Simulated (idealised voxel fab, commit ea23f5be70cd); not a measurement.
You're looking at the process module voxel capacitor over wiring.
FYI the section here is cut, 280 nm wide, cells are 5 nm squares.
Cross-section format: a grid of square cells, given as bands from top to bottom; each band is one or more rows of cells. Top, bottom (nm), then materials left to right with widths (nm); lone material tagged "throughout" fills the whole band edge to edge; "air" = empty space. Zero point of the height axis is 0; under it, received wafer = one material. Lowest band: continues down indefinitely, "0 -> down". Width spec "30..40" -> top row of cells at first value, bottom row at second value, equal per-row change in between. Where a step carries "remains unaltered", the cross-section came out of it unchanged, cell for cell. "Enclosed void entries": sealed empty spaces, 8 cells or more, no open way to top, listed width x height at distance, with distance from the left edge and width, height and distance in nm. Formally, on a step line, whatever follows the settings is a remark that the simulator itself makes on the step. overlay nm: right-of-plan distance of the mask on a masked step; negative values mean left-of-plan.

**Process steps (planned)**
1,RECEIVE | material Si
2,CONFORMAL_DEP | material SiO2 | thk nm 10
3,CONFORMAL_DEP | material SiCN | thk nm 5
4,DIRECTIONAL_DEP | material lowk | thk nm 25
5,PATTERN | tone open | mask id METAL_1 | material resist | width nm 25 | pitch nm 90 | thk nm 15 | overlay nm 0
6,DIRECTIONAL_ETCH | etch materials lowk | depth nm 25
7,DIRECTIONAL_ETCH | etch materials SiCN | depth nm 5
8,STRIP | etch materials resist
9,CONFORMAL_DEP | material TiN | thk nm 5
10,FILL_DEP | material Cu | thk nm 10
11,CMP | height nm 40
12,CONFORMAL_DEP | material SiCN | thk nm 5
13,DIRECTIONAL_DEP | material SiO2 | thk nm 15
14,DIRECTIONAL_DEP | material aC | thk nm 10
15,PATTERN | tone open | mask id PLUG_1 | material resist | width nm 15 | thk nm 30 | overlay nm 0
16,DIRECTIONAL_ETCH | etch materials aC | depth nm 10
17,STRIP | etch materials resist
18,DIRECTIONAL_ETCH | etch materials SiO2 | depth nm 15
19,DIRECTIONAL_ETCH | etch materials SiCN | depth nm 5
20,STRIP | etch materials aC
21,EPI | material Ru | thk nm 10
22,EPI | material Ru | thk nm 10
23,DIRECTIONAL_DEP | material TiN | thk nm 10
24,DIRECTIONAL_DEP | material HfO2 | thk nm 5
25,DIRECTIONAL_DEP | material TiN | thk nm 10
26,MASKED_ETCH | tone cover | mask id UPPER_PLATE | width nm 60 | etch materials TiN | depth nm 10 | overlay nm 0
27,MASKED_ETCH | tone cover | mask id UPPER_PLATE | width nm 70 | etch materials HfO2 | depth nm 5 | overlay nm 0
28,MASKED_ETCH | tone cover | mask id LOWER_PLATE | width nm 80 | etch materials TiN | depth nm 10 | overlay nm 0
29,FILL_DEP | material SiO2 | thk nm 20
30,CMP | height nm 100
31,PATTERN | tone open | mask id PLUG_2 | material resist | width nm 15 | thk nm 20 | overlay nm 0
32,DIRECTIONAL_ETCH | etch materials SiO2 | depth nm 15
33,STRIP | etch materials resist
34,CONFORMAL_DEP | material TiN | thk nm 5
35,FILL_DEP | material Ru | thk nm 5
36,CMP | height nm 100
37,CONFORMAL_DEP | material SiN | thk nm 5
It is noted that the wafers described herein are identical at the outset and are distinguished by the width nm of step 26; the value stated in the plan corresponds to the first wafer.

**Incoming state of the first of several wafers in cross-section: after step 1**
* 0 -> down  Si throughout
* Enclosed void entries: none

**Below is a per-wafer table. In it, each row describes the wafer at the end of the module by giving, for each material, the number of cells gained (+) or lost (-) since the wafer was received, and after that the closed voids of the wafer**
width nm 60, +30 Cu, +14 HfO2, +14 Ru, +99 SiCN, +56 SiN, +640 SiO2, +93 TiN, +230 lowk, Enclosed void entries: none
width nm 65, +30 Cu, +14 HfO2, +14 Ru, +99 SiCN, +56 SiN, +638 SiO2, +95 TiN, +230 lowk, Enclosed void entries: none
width nm 70, +30 Cu, +14 HfO2, +14 Ru, +99 SiCN, +56 SiN, +636 SiO2, +97 TiN, +230 lowk, Enclosed void entries: none
width nm 75, +30 Cu, +15 HfO2, +14 Ru, +99 SiCN, +56 SiN, +633 SiO2, +99 TiN, +230 lowk, Enclosed void entries: none
width nm 80, +30 Cu, +16 HfO2, +14 Ru, +99 SiCN, +56 SiN, +630 SiO2, +101 TiN, +230 lowk, Enclosed void entries: none
width nm 85, +30 Cu, +17 HfO2, +14 Ru, +99 SiCN, +56 SiN, +627 SiO2, +103 TiN, +230 lowk, Enclosed void entries: none
